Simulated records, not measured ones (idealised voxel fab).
Presented below is a process module, voxel spacer lines.
The cross-section shown here is cut; it is 190 nm wide and divided into square cells measuring 5 nm on a side.
When this document writes out a cross-section, it uses a grid of square cells and lists it as bands, beginning at the top and moving down, with a band standing for one or more rows of cells.
What a band's entry tells you: where the top is and where the bottom is, as heights in nm, and after that what lies inside, material by material from left to right, each with its width in nm. Empty space is written as the word "empty", and a single material marked with the word "everywhere" occupies the band from edge to edge.
Note: height 0 marks the level under which the wafer is uniformly one material as received. Lowest band unbounded below, written "0 down".
Quick explanation for "30..40": the width changes in equal steps down the rows of cells, from the first number in the band's top row to the second number in its bottom row.
For the purposes of this document, the phrase "remained the same" attached to a step denotes that no cell within the cross-section was modified by that step.
"Trapped void list" - sealed voids, min. 8 cells, no opening to top; format: width x height at distance (distance from left edge; nm throughout).
Whatever follows a step's settings on its line is a remark the simulator itself makes about that step.
overlay nm: for a step with a mask, the amount by which the mask lay right of where it was planned; a negative amount means left of it.

## Process steps (planned)
1. RECEIVE [material Si]
2. CONFORMAL_DEP [material Al2O3] [thk nm 10]
3. DIRECTIONAL_DEP [material TiN] [thk nm 10]
4. DIRECTIONAL_DEP [material aC] [thk nm 30]
5. PATTERN [tone cover] [mask id MANDREL] [material resist] [width nm 15] [pitch nm 50] [thk nm 40] [overlay nm 0]
6. DIRECTIONAL_ETCH [etch materials aC] [depth nm 30]
7. STRIP [etch materials resist]
8. CONFORMAL_DEP [material SiN] [thk nm 10]
9. DIRECTIONAL_ETCH [etch materials SiN] [depth nm 10]
10. STRIP [etch materials aC]
11. DIRECTIONAL_ETCH [etch materials TiN] [depth nm 10]
12. STRIP [etch materials SiN]

## The first of a set of two wafers, run to plan

## Shown in cross-section is the wafer as received, that is, as it stands after step 1
- 0 down: Si everywhere
- Trapped void list: none

## Cross-section through the wafer, step 2 finished
- 10 to 0: Al2O3 everywhere
- All layers under 0 are left as they were.

## Cross-section through the wafer, step 3 finished
- 20 to 10: TiN everywhere
- All layers under 10 are left as they were.

## Cross-section through the wafer, step 4 finished
- 50 to 20: aC everywhere
- All layers under 20 are left as they were.

## Cross-section through the wafer, step 5 finished
- 90 to 50: empty: 60; resist: 15; empty: 35; resist: 15; empty: 65
- All layers under 50 are left as they were.

## Cross-section through the wafer, step 6 finished
- 60 to 50: empty: 60; resist: 15; empty: 35; resist: 15; empty: 65
- 50 to 20: empty: 60; aC: 15; empty: 35; aC: 15; empty: 65
- All layers under 20 are left as they were.

## Cross-section through the wafer, step 7 finished
- 50 to 20: empty: 60; aC: 15; empty: 35; aC: 15; empty: 65
- All layers under 20 are left as they were.

## Cross-section through the wafer, step 8 finished
- 60 to 50: empty: 50; SiN: 35; empty: 15; SiN: 35; empty: 55
- 50 to 30: empty: 50; SiN: 10; aC: 15; SiN: 10; empty: 15; SiN: 10; aC: 15; SiN: 10; empty: 55
- 30 to 20: SiN: 60; aC: 15; SiN: 35; aC: 15; SiN: 65
- All layers under 20 are left as they were.

## Cross-section through the wafer, step 9 finished
- 50 to 20: empty: 50; SiN: 10; aC: 15; SiN: 10; empty: 15; SiN: 10; aC: 15; SiN: 10; empty: 55
- All layers under 20 are left as they were.

## Cross-section through the wafer, step 10 finished
- 50 to 20: empty: 50; SiN: 10; empty: 15; SiN: 10; empty: 15; SiN: 10; empty: 15; SiN: 10; empty: 55
- All layers under 20 are left as they were.

## Cross-section through the wafer, step 11 finished
- 50 to 20: empty: 50; SiN: 10; empty: 15; SiN: 10; empty: 15; SiN: 10; empty: 15; SiN: 10; empty: 55
- 20 to 10: empty: 50; TiN: 10; empty: 15; TiN: 10; empty: 15; TiN: 10; empty: 15; TiN: 10; empty: 55
- All layers under 10 are left as they were.

## Cross-section through the wafer, step 12 finished
- 20 to 10: empty: 50; TiN: 10; empty: 15; TiN: 10; empty: 15; TiN: 10; empty: 15; TiN: 10; empty: 55
- All layers under 10 are left as they were.

## Wafer two: like wafer one in start and plan, but with one mistake in execution; identical up to and including step 1

## Look at the second wafer in cross-section at the time step 2 ought to have finished
- 5 to 0: Al2O3 everywhere
- All layers under 0 are left as they were.

## Look at the second wafer in cross-section at the time step 3 ought to have finished
- 15 to 5: TiN everywhere
- All layers under 5 are left as they were.

## Look at the second wafer in cross-section at the time step 4 ought to have finished
- 45 to 15: aC everywhere
- All layers under 15 are left as they were.

## Look at the second wafer in cross-section at the time step 5 ought to have finished
- 85 to 45: empty: 60; resist: 15; empty: 35; resist: 15; empty: 65
- All layers under 45 are left as they were.

## Look at the second wafer in cross-section at the time step 6 ought to have finished
- 55 to 45: empty: 60; resist: 15; empty: 35; resist: 15; empty: 65
- 45 to 15: empty: 60; aC: 15; empty: 35; aC: 15; empty: 65
- All layers under 15 are left as they were.

## Look at the second wafer in cross-section at the time step 7 ought to have finished
- 45 to 15: empty: 60; aC: 15; empty: 35; aC: 15; empty: 65
- All layers under 15 are left as they were.

## Look at the second wafer in cross-section at the time step 8 ought to have finished
- 55 to 45: empty: 50; SiN: 35; empty: 15; SiN: 35; empty: 55
- 45 to 25: empty: 50; SiN: 10; aC: 15; SiN: 10; empty: 15; SiN: 10; aC: 15; SiN: 10; empty: 55
- 25 to 15: SiN: 60; aC: 15; SiN: 35; aC: 15; SiN: 65
- All layers under 15 are left as they were.

## Look at the second wafer in cross-section at the time step 9 ought to have finished
- 45 to 15: empty: 50; SiN: 10; aC: 15; SiN: 10; empty: 15; SiN: 10; aC: 15; SiN: 10; empty: 55
- All layers under 15 are left as they were.

## Look at the second wafer in cross-section at the time step 10 ought to have finished
- 45 to 15: empty: 50; SiN: 10; empty: 15; SiN: 10; empty: 15; SiN: 10; empty: 15; SiN: 10; empty: 55
- All layers under 15 are left as they were.

## Look at the second wafer in cross-section at the time step 11 ought to have finished
- 45 to 15: empty: 50; SiN: 10; empty: 15; SiN: 10; empty: 15; SiN: 10; empty: 15; SiN: 10; empty: 55
- 15 to 5: empty: 50; TiN: 10; empty: 15; TiN: 10; empty: 15; TiN: 10; empty: 15; TiN: 10; empty: 55
- All layers under 5 are left as they were.

## Look at the second wafer in cross-section at the time step 12 ought to have finished
- 15 to 5: empty: 50; TiN: 10; empty: 15; TiN: 10; empty: 15; TiN: 10; empty: 15; TiN: 10; empty: 55
- All layers under 5 are left as they were.
Heads up, the wafer didn't run the way we planned it: step 2 did not happen as planned, as run it was CONFORMAL_DEP [material Al2O3] [thk nm 5]
Materials where the second wafer ends with more or fewer cells than the first: -38 Al2O3
